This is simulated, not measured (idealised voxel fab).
The process module that follows is named voxel wiring stack.
Pictured: cross-section cut, 245 nm wide, on a grid of 5 nm square cells.
Each cross-section below is a grid of square cells, stated as bands in top-down order, with one or more rows of cells making up each band.
What a band's entry tells you: where the top is and where the bottom is, as heights in nm, and after that what lies inside, material by material from left to right, each with its width in nm. Empty space is written as the word "empty", and a single material marked with the word "everywhere" occupies the band from edge to edge.
Heights are measured from 0, the level below which the as-received wafer is all one material; the lowest band has no bottom and continues downward, written as in "0 -> down".
Width: "30..40" (first number = top row, second number = bottom row, same change from row to row of cells).
Take "nothing was modified" at face value: in the step it is given for, the cross-section changed in none of its cells.
Voids not open to the top, 8 cells minimum: see "Enclosed internal cavities". Written width x height at distance; distance is from the left edge; nm.
Anything after a step's settings on that line? It's the simulator's own note about the step.
overlay nm, on a step with a mask: how far to the right of its planned place the mask lay; to the left if negative

## List of planned process steps
| 1 | RECEIVE with material Si |
| 2 | CONFORMAL_DEP with material SiO2, thk nm 15 |
| 3 | CONFORMAL_DEP with material SiN, thk nm 5 |
| 4 | DIRECTIONAL_DEP with material SiO2, thk nm 20 |
| 5 | PATTERN with tone open, mask id METAL_1, material resist, width nm 30, pitch nm 50, thk nm 15, overlay nm 0 |
| 6 | DIRECTIONAL_ETCH with etch materials SiO2, depth nm 20 |
| 7 | DIRECTIONAL_ETCH with etch materials SiN, depth nm 5 |
| 8 | STRIP with etch materials resist |
| 9 | CONFORMAL_DEP with material TiN, thk nm 5 |
| 10 | FILL_DEP with material W, thk nm 10 |
| 11 | CMP with height nm 40 |
| 12 | CONFORMAL_DEP with material SiCN, thk nm 5 |
| 13 | DIRECTIONAL_DEP with material SiO2, thk nm 20 |
| 14 | DIRECTIONAL_DEP with material aC, thk nm 15 |
| 15 | PATTERN with tone open, mask id PLUG_1, material resist, width nm 15, pitch nm 50, thk nm 30, overlay nm 0 |
| 16 | DIRECTIONAL_ETCH with etch materials aC, depth nm 15 |
| 17 | STRIP with etch materials resist |
| 18 | DIRECTIONAL_ETCH with etch materials SiO2, depth nm 20 |
| 19 | DIRECTIONAL_ETCH with etch materials SiCN, depth nm 5 |
| 20 | STRIP with etch materials aC |
| 21 | CONFORMAL_DEP with material TiN, thk nm 5 |
| 22 | FILL_DEP with material Cu, thk nm 5 |
| 23 | CMP with height nm 65 |
| 24 | DIRECTIONAL_DEP with material TiN, thk nm 5 |
| 25 | DIRECTIONAL_DEP with material Ru, thk nm 15 |
| 26 | MASKED_ETCH with tone cover, mask id METAL_2, width nm 30, pitch nm 50, etch materials Ru, depth nm 15, overlay nm 0 |
| 27 | MASKED_ETCH with tone cover, mask id METAL_2, width nm 30, pitch nm 50, etch materials TiN, depth nm 5, overlay nm 0 |
| 28 | FILL_DEP with material SiO2, thk nm 10 |
| 29 | CMP with height nm 85 |
| 30 | CONFORMAL_DEP with material SiCN, thk nm 5 |
| 31 | DIRECTIONAL_DEP with material lowk, thk nm 10 |
| 32 | MASKED_ETCH with tone open, mask id PLUG_2, width nm 15, pitch nm 50, etch materials lowk, depth nm 10, overlay nm 0 |
| 33 | MASKED_ETCH with tone open, mask id PLUG_2, width nm 15, pitch nm 50, etch materials SiCN, depth nm 5, overlay nm 0 |
| 34 | EPI with material Ru, thk nm 10 |
| 35 | EPI with material Ru, thk nm 5 |
| 36 | DIRECTIONAL_DEP with material TiN, thk nm 5 |
| 37 | DIRECTIONAL_DEP with material W, thk nm 20 |
| 38 | PATTERN with tone cover, mask id METAL_3, material resist, width nm 30, pitch nm 50, thk nm 15, overlay nm 0 |
| 39 | DIRECTIONAL_ETCH with etch materials W, depth nm 20 |
| 40 | DIRECTIONAL_ETCH with etch materials TiN, depth nm 5 |
| 41 | STRIP with etch materials resist |
| 42 | CONFORMAL_DEP with material SiCN, thk nm 5 |
| 43 | FILL_DEP with material SiO2, thk nm 5 |
| 44 | CMP with height nm 125 |
| 45 | CONFORMAL_DEP with material SiN, thk nm 5 |

## Incoming wafer, cross-sectional view, post step 1
* 0 -> down: Si everywhere
* Enclosed internal cavities: none

## Same starting wafer, same plan as above, one mistake in the execution; this is the cross-section at the end of the module
* 130 -> 125: SiN everywhere
* 125 -> 115: SiO2 50 nm | SiCN 5 nm | W 15 nm | SiCN 5..20 nm | SiO2 25..10 nm | SiCN 5 nm | W 15 nm | SiCN 5..20 nm | SiO2 25..10 nm | SiCN 5 nm | W 15 nm | SiCN 5..20 nm | SiO2 70..55 nm
* 115 -> 105: SiO2 50 nm | SiCN 5 nm | W 30 nm | SiCN 5 nm | SiO2 10 nm | SiCN 5 nm | W 30 nm | SiCN 5 nm | SiO2 10 nm | SiCN 5 nm | W 30 nm | SiCN 5 nm | SiO2 55 nm
* 105 -> 100: SiO2 50 nm | SiCN 5 nm | TiN 15 nm | W 15 nm | SiCN 5 nm | SiO2 10 nm | SiCN 5 nm | TiN 15 nm | W 15 nm | SiCN 5 nm | SiO2 10 nm | SiCN 5 nm | TiN 15 nm | W 15 nm | SiCN 5 nm | SiO2 55 nm
* 100 -> 95: SiO2 50 nm | SiCN 5 nm | lowk 15 nm | W 15 nm | SiCN 5 nm | SiO2 10 nm | SiCN 5 nm | lowk 15 nm | W 15 nm | SiCN 5 nm | SiO2 10 nm | SiCN 5 nm | lowk 15 nm | W 15 nm | SiCN 5 nm | SiO2 55 nm
* 95 -> 90: SiCN 55 nm | lowk 15 nm | TiN 15 nm | SiCN 20 nm | lowk 15 nm | TiN 15 nm | SiCN 20 nm | lowk 15 nm | TiN 15 nm | SiCN 60 nm
* 90 -> 85: SiCN everywhere
* 85 -> 70: SiO2 55 nm | Ru 30 nm | SiO2 20 nm | Ru 30 nm | SiO2 20 nm | Ru 30 nm | SiO2 60 nm
* 70 -> 65: SiO2 55 nm | TiN 30 nm | SiO2 20 nm | TiN 30 nm | SiO2 20 nm | TiN 30 nm | SiO2 60 nm
* 65 -> 45: SiO2 55 nm | TiN 5 nm | Cu 5 nm | TiN 5 nm | SiO2 35 nm | TiN 5 nm | Cu 5 nm | TiN 5 nm | SiO2 35 nm | TiN 5 nm | Cu 5 nm | TiN 5 nm | SiO2 75 nm
* 45 -> 40: SiCN 55 nm | TiN 15 nm | SiCN 35 nm | TiN 15 nm | SiCN 35 nm | TiN 15 nm | SiCN 75 nm
* 40 -> 20: SiO2 55 nm | TiN 5 nm | W 20 nm | TiN 5 nm | SiO2 20 nm | TiN 5 nm | W 20 nm | TiN 5 nm | SiO2 20 nm | TiN 5 nm | W 20 nm | TiN 5 nm | SiO2 60 nm
* 20 -> 15: SiN 55 nm | TiN 30 nm | SiN 20 nm | TiN 30 nm | SiN 20 nm | TiN 30 nm | SiN 60 nm
* 15 -> 0: SiO2 everywhere
* 0 -> down: Si everywhere
* Enclosed internal cavities: none
Which mistake was made when the wafer was run? step 32 ran differently from the plan; actual operation with settings: MASKED_ETCH with tone cover, mask id PLUG_2, width nm 15, pitch nm 50, etch materials lowk, depth nm 10, overlay nm 0
